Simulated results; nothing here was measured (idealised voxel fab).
The process module presented herein is designated voxel plated lines.
The cross-section shown here is cut; it is 225 nm wide and divided into square cells measuring 5 nm on a side.
When this document writes out a cross-section, it uses a grid of square cells and lists it as bands, beginning at the top and moving down, with a band standing for one or more rows of cells.
First you get the band's top height and its bottom height, in nm, and then the materials it's made of, left to right, with each width in nm. If you see a single material with "everywhere", that one covers the band edge to edge. "air" is empty space.
The level at which height equals 0 is the one under which the wafer, as it arrives, is entirely one material. No lower edge exists for the bottom band, which continues downward and is notated as in "z 0 and below".
When a width is written as two numbers, as in "30->40", the first number is the width in the top row of cells of the band and the second is the width in its bottom row, and the width changes by the same amount from each row to the next.
When a step is marked "remained the same", none of the cells in the cross-section changed during that step.
The label "Fully enclosed voids" introduces a list of the empty spaces, 8 cells or larger, that have no open way up to the top; each entry in it reads width x height at distance, where the distance is taken from the left edge and all three are stated in nm.
Where a step's line continues beyond its settings, the continuation is a remark by the simulator itself on that step.
overlay nm: step with mask; distance mask lay right of planned place; negative value = left of planned place.
-- Process steps foreseen in the plan
1 RECEIVE | material Si
2 CONFORMAL_DEP | material Al2O3 | thk nm 5
3 DIRECTIONAL_DEP | material TiN | thk nm 5
4 PATTERN | tone open | mask id LINES | material resist | width nm 20 | pitch nm 35 | thk nm 40 | overlay nm 0
5 EPI | material Ru | thk nm 5
6 EPI | material Ru | thk nm 10
7 EPI | material Ru | thk nm 5
8 STRIP | etch materials resist
9 DIRECTIONAL_ETCH | etch materials TiN | depth nm 5
10 CONFORMAL_DEP | material SiN | thk nm 5
-- As-received wafer cross-section (after step 1)
z 0 and below | Si everywhere
Fully enclosed voids: none
-- First of two wafers at the end of the module, shown in cross-section; run carried out as planned
z 35 to 30 | air (45), then SiN (30), then air (5), then SiN (30), then air (5), then SiN (30), then air (5), then SiN (30), then air (45)
z 30 to 10 | air (45), then SiN (5), then Ru (20), then SiN (5), then air (5), then SiN (5), then Ru (20), then SiN (5), then air (5), then SiN (5), then Ru (20), then SiN (5), then air (5), then SiN (5), then Ru (20), then SiN (5), then air (45)
z 10 to 5 | SiN (50), then TiN (20), then SiN (15), then TiN (20), then SiN (15), then TiN (20), then SiN (15), then TiN (20), then SiN (50)
z 5 to 0 | Al2O3 everywhere
z 0 and below | Si everywhere
Fully enclosed voids: none
-- End of module, second wafer, cross-section. Started like the first, planned like the first, run with one mistake
z 30 to 25 | air (45), then SiN (30), then air (5), then SiN (30), then air (5), then SiN (30), then air (5), then SiN (30), then air (45)
z 25 to 5 | air (45), then SiN (5), then Ru (20), then SiN (5), then air (5), then SiN (5), then Ru (20), then SiN (5), then air (5), then SiN (5), then Ru (20), then SiN (5), then air (5), then SiN (5), then Ru (20), then SiN (5), then air (45)
z 5 to 0 | SiN (50), then TiN (20), then SiN (15), then TiN (20), then SiN (15), then TiN (20), then SiN (15), then TiN (20), then SiN (50)
z 0 and below | Si everywhere
Fully enclosed voids: none
It is concluded that the wafer was processed incorrectly with respect to the plan, in that the run left out plan step 2 entirely, so it was never executed
Bottom line after processing is that, in cells, the second wafer is up or down on some materials versus the first: Al2O3 -45
